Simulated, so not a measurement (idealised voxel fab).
process module | voxel wiring stack
cross-section cut | 270 nm wide | cells 5 nm
A cross-section is a grid of square cells, given in bands from the top down. A band is one or more rows of cells.
Each band's line starts with the height of the band's top and of its bottom, in nm. Then come its materials from left to right, each with its width in nm. One material with "throughout" fills the band from edge to edge. "air" is empty space.
Height 0 is the level under which the wafer as received is all one material. The lowest band goes on downwards, as in "0 down".
A width such as "30 to 40" changes by the same amount from each row of cells to the next, from the band's top row to its bottom row.
"no change" after a step means that no cell of the cross-section changed.
closed voids: empty space of 8 cells or more with no open way to the top, each as width x height at its distance from the left edge, in nm
after a step's settings: what the simulator itself notes on the step
overlay nm, on a step with a mask: how far to the right of its planned place the mask lay; to the left if negative
plan
1 op RECEIVE | material Si
2 op CONFORMAL_DEP | material SiO2 | thk nm 10
3 op DIRECTIONAL_DEP | material TiN | thk nm 5
4 op DIRECTIONAL_DEP | material W | thk nm 20
5 op MASKED_ETCH | tone cover | mask id METAL_1 | width nm 25 | pitch nm 55 | etch materials W | depth nm 20 | overlay nm 0
6 op MASKED_ETCH | tone cover | mask id METAL_1 | width nm 25 | pitch nm 55 | etch materials TiN | depth nm 5 | overlay nm 0
7 op CONFORMAL_DEP | material SiCN | thk nm 5
8 op FILL_DEP | material SiO2 | thk nm 5
9 op CMP | height nm 35
10 op CONFORMAL_DEP | material SiCN | thk nm 5
11 op DIRECTIONAL_DEP | material lowk | thk nm 15
12 op DIRECTIONAL_DEP | material aC | thk nm 15
13 op PATTERN | tone open | mask id PLUG_1 | material resist | width nm 15 | pitch nm 55 | thk nm 30 | overlay nm 0
14 op DIRECTIONAL_ETCH | etch materials aC | depth nm 15
15 op STRIP | etch materials resist
16 op DIRECTIONAL_ETCH | etch materials lowk | depth nm 15
17 op DIRECTIONAL_ETCH | etch materials SiCN | depth nm 5
18 op STRIP | etch materials aC
19 op CONFORMAL_DEP | material TiN | thk nm 5
20 op FILL_DEP | material Cu | thk nm 10
21 op CMP | height nm 55
22 op DIRECTIONAL_DEP | material TiN | thk nm 5
23 op DIRECTIONAL_DEP | material Ru | thk nm 20
24 op DIRECTIONAL_DEP | material aC | thk nm 15
25 op PATTERN | tone cover | mask id METAL_2 | material resist | width nm 25 | pitch nm 55 | thk nm 35 | overlay nm 0
26 op DIRECTIONAL_ETCH | etch materials aC | depth nm 15
27 op STRIP | etch materials resist
28 op DIRECTIONAL_ETCH | etch materials Ru | depth nm 20
29 op DIRECTIONAL_ETCH | etch materials TiN | depth nm 5
30 op STRIP | etch materials aC
31 op FILL_DEP | material SiO2 | thk nm 5
32 op CMP | height nm 80
33 op CONFORMAL_DEP | material SiCN | thk nm 5
34 op DIRECTIONAL_DEP | material lowk | thk nm 30
35 op PATTERN | tone open | mask id METAL_3 | material resist | width nm 15 | pitch nm 55 | thk nm 20 | overlay nm 0
36 op DIRECTIONAL_ETCH | etch materials lowk | depth nm 15
37 op STRIP | etch materials resist
38 op DIRECTIONAL_DEP | material aC | thk nm 15
39 op PATTERN | tone open | mask id METAL_3_HOLES | material resist | width nm 15 | thk nm 35 | overlay nm 0
40 op DIRECTIONAL_ETCH | etch materials aC | depth nm 15
41 op STRIP | etch materials resist
42 op DIRECTIONAL_ETCH | etch materials lowk | depth nm 15
43 op DIRECTIONAL_ETCH | etch materials SiCN | depth nm 5
44 op STRIP | etch materials aC
45 op CONFORMAL_DEP | material TiN | thk nm 5
46 op FILL_DEP | material Cu | thk nm 10
47 op CMP | height nm 115
48 op CONFORMAL_DEP | material SiN | thk nm 5
varied across the wafers: width nm of step 35. The plan shows the first wafer's value. All wafers start alike
first wafer as received, after step 1
  0 down: Si throughout
  closed voids: none
first wafer at the end, after step 48
  120 to 115: SiN throughout
  115 to 105: lowk 95 | TiN 5 | Cu 10 | TiN 5 | lowk 40 | TiN 5 | Cu 5 | TiN 5 | lowk 100
  105 to 100: lowk 95 | TiN 20 | lowk 40 | TiN 15 | lowk 100
  100 to 85: lowk 100 | TiN 10 | lowk 160
  85 to 80: SiCN 100 | TiN 10 | SiCN 160
  80 to 60: SiO2 95 | Ru 25 | SiO2 30 | Ru 25 | SiO2 95
  60 to 55: SiO2 95 | TiN 25 | SiO2 30 | TiN 25 | SiO2 95
  55 to 40: lowk 95 | TiN 5 | Cu 5 | TiN 5 | lowk 40 | TiN 5 | Cu 5 | TiN 5 | lowk 105
  40 to 35: SiCN 95 | TiN 15 | SiCN 40 | TiN 15 | SiCN 105
  35 to 15: SiO2 90 | SiCN 5 | W 25 | SiCN 5 | SiO2 20 | SiCN 5 | W 25 | SiCN 5 | SiO2 90
  15 to 10: SiCN 95 | TiN 25 | SiCN 30 | TiN 25 | SiCN 95
  10 to 0: SiO2 throughout
  0 down: Si throughout
  closed voids: none
last wafer at the end
  120 to 115: SiN throughout
  115 to 105: lowk 90 | TiN 5 | Cu 30 | TiN 5 | lowk 15 | TiN 5 | Cu 30 | TiN 5 | lowk 85
  105 to 100: lowk 90 | TiN 10 | Cu 5 | TiN 25 | lowk 15 | TiN 40 | lowk 85
  100 to 85: lowk 95 | TiN 5 | Cu 5 | TiN 5 | lowk 160
  85 to 80: SiCN 95 | TiN 15 | SiCN 160
  80 to 60: SiO2 95 | Ru 25 | SiO2 30 | Ru 25 | SiO2 95
  60 to 55: SiO2 95 | TiN 25 | SiO2 30 | TiN 25 | SiO2 95
  55 to 40: lowk 95 | TiN 5 | Cu 5 | TiN 5 | lowk 40 | TiN 5 | Cu 5 | TiN 5 | lowk 105
  40 to 35: SiCN 95 | TiN 15 | SiCN 40 | TiN 15 | SiCN 105
  35 to 15: SiO2 90 | SiCN 5 | W 25 | SiCN 5 | SiO2 20 | SiCN 5 | W 25 | SiCN 5 | SiO2 90
  15 to 10: SiCN 95 | TiN 25 | SiCN 30 | TiN 25 | SiCN 95
  10 to 0: SiO2 throughout
  0 down: Si throughout
  closed voids: none
each wafer at the end: cells of each material gained (+) or lost (-) since it was received, then its closed voids
width nm 15 | +12 Cu | +40 Ru | +160 SiCN | +54 SiN | +488 SiO2 | +61 TiN | +40 W | +441 lowk | closed voids: none
width nm 20 | +16 Cu | +40 Ru | +160 SiCN | +54 SiN | +488 SiO2 | +63 TiN | +40 W | +435 lowk | closed voids: none
width nm 25 | +22 Cu | +40 Ru | +159 SiCN | +54 SiN | +488 SiO2 | +64 TiN | +40 W | +429 lowk | closed voids: none
width nm 30 | +26 Cu | +40 Ru | +159 SiCN | +54 SiN | +488 SiO2 | +66 TiN | +40 W | +423 lowk | closed voids: none
width nm 35 | +30 Cu | +40 Ru | +159 SiCN | +54 SiN | +488 SiO2 | +68 TiN | +40 W | +417 lowk | closed voids: none
width nm 40 | +34 Cu | +40 Ru | +159 SiCN | +54 SiN | +488 SiO2 | +70 TiN | +40 W | +411 lowk | closed voids: none
